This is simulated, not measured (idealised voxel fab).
Documented hereafter: the process module known as voxel capacitor over wiring.
Square cell edge 5 nm, section width 255 nm, ID cut.
Cross-section, as written here: a square-cell grid given band by band from the top down, where a band holds one or more rows of cells. Basically the band line says how high the top is and how high the bottom is, in nm, and then what's in it from left to right, every material with its width in nm. Empty space shows up as "blank", and if a single material carries "full width" it runs the full band edge to edge. Beneath 0, the wafer as received is one material, and that level is where height counting begins. The lowest band goes on downward without a bottom; it is written like "from 0 down". Width "30->40": first value at the band's top row of cells, second value at its bottom row, equal change from row to row. Take "remains unaltered" at face value: in the step it is given for, the cross-section changed in none of its cells. What "Trapped voids" gives you is every empty space of 8 cells or more that is cut off from the top. Each appears as width x height at distance, with the distance taken from the left edge and width, height and distance all in nm. On each step's line, the part that comes after the settings is the simulator's own comment on the step. On any step carrying a mask, the "overlay nm" setting, if present on the step's line, tells how far right of its planned place the mask lay; negative values point to the left.

Process steps (planned):
step 1: RECEIVE: material Si
step 2: CONFORMAL_DEP: material SiO2, thk nm 10
step 3: CONFORMAL_DEP: material SiCN, thk nm 5
step 4: DIRECTIONAL_DEP: material lowk, thk nm 20
step 5: DIRECTIONAL_DEP: material aC, thk nm 10
step 6: PATTERN: tone open, mask id METAL_1, material resist, width nm 20, pitch nm 80, thk nm 25, overlay nm 0
step 7: DIRECTIONAL_ETCH: etch materials aC, depth nm 10
step 8: STRIP: etch materials resist
step 9: DIRECTIONAL_ETCH: etch materials lowk, depth nm 20
step 10: DIRECTIONAL_ETCH: etch materials SiCN, depth nm 5
step 11: STRIP: etch materials aC
step 12: CONFORMAL_DEP: material TiN, thk nm 5
step 13: FILL_DEP: material Cu, thk nm 5
step 14: CMP: height nm 35
step 15: CONFORMAL_DEP: material SiCN, thk nm 5
step 16: DIRECTIONAL_DEP: material lowk, thk nm 10
step 17: MASKED_ETCH: tone open, mask id PLUG_1, width nm 15, etch materials lowk, depth nm 10, overlay nm 0
step 18: MASKED_ETCH: tone open, mask id PLUG_1, width nm 15, etch materials SiCN, depth nm 5, overlay nm 0
step 19: EPI: material Ru, thk nm 10
step 20: EPI: material Ru, thk nm 5
step 21: DIRECTIONAL_DEP: material TiN, thk nm 10
step 22: DIRECTIONAL_DEP: material Al2O3, thk nm 5
step 23: DIRECTIONAL_DEP: material TiN, thk nm 10
step 24: PATTERN: tone cover, mask id UPPER_PLATE, material resist, width nm 55, thk nm 20, overlay nm 0
step 25: DIRECTIONAL_ETCH: etch materials TiN, depth nm 10
step 26: DIRECTIONAL_ETCH: etch materials Al2O3, depth nm 5
step 27: STRIP: etch materials resist
step 28: MASKED_ETCH: tone cover, mask id LOWER_PLATE, width nm 65, etch materials TiN, depth nm 10, overlay nm 0
step 29: FILL_DEP: material SiO2, thk nm 15
step 30: CMP: height nm 85
step 31: MASKED_ETCH: tone open, mask id PLUG_2, width nm 15, etch materials SiO2, depth nm 10, overlay nm 0
step 32: CONFORMAL_DEP: material TiN, thk nm 5
step 33: FILL_DEP: material Ru, thk nm 5
step 34: CMP: height nm 85
step 35: CONFORMAL_DEP: material SiN, thk nm 5
Where the wafers of this document differ is in the width nm of step 6; they start out the same, and the plan states the value that applied to the first wafer.

As-received cross-section, first of several wafers, post step 1:
from 0 down | Si full width
Trapped voids: none

So in this table every wafer gets its own row, and what you see is where it stands at the end of the module: for each material, how many cells it picked up (+) or gave up (-) since we received it, and after that its closed voids:
width nm 20; +11 Al2O3; +16 Cu; +10 Ru; +91 SiCN; +51 SiN; +394 SiO2; +77 TiN; +268 lowk; Trapped voids: none
width nm 25; +11 Al2O3; +24 Cu; +10 Ru; +89 SiCN; +51 SiN; +394 SiO2; +79 TiN; +260 lowk; Trapped voids: none
width nm 30; +11 Al2O3; +32 Cu; +10 Ru; +87 SiCN; +51 SiN; +394 SiO2; +81 TiN; +252 lowk; Trapped voids: none
width nm 35; +11 Al2O3; +40 Cu; +10 Ru; +85 SiCN; +51 SiN; +394 SiO2; +83 TiN; +244 lowk; Trapped voids: none
width nm 40; +11 Al2O3; +48 Cu; +10 Ru; +83 SiCN; +51 SiN; +394 SiO2; +85 TiN; +236 lowk; Trapped voids: none
width nm 45; +11 Al2O3; +56 Cu; +10 Ru; +81 SiCN; +51 SiN; +394 SiO2; +87 TiN; +228 lowk; Trapped voids: none
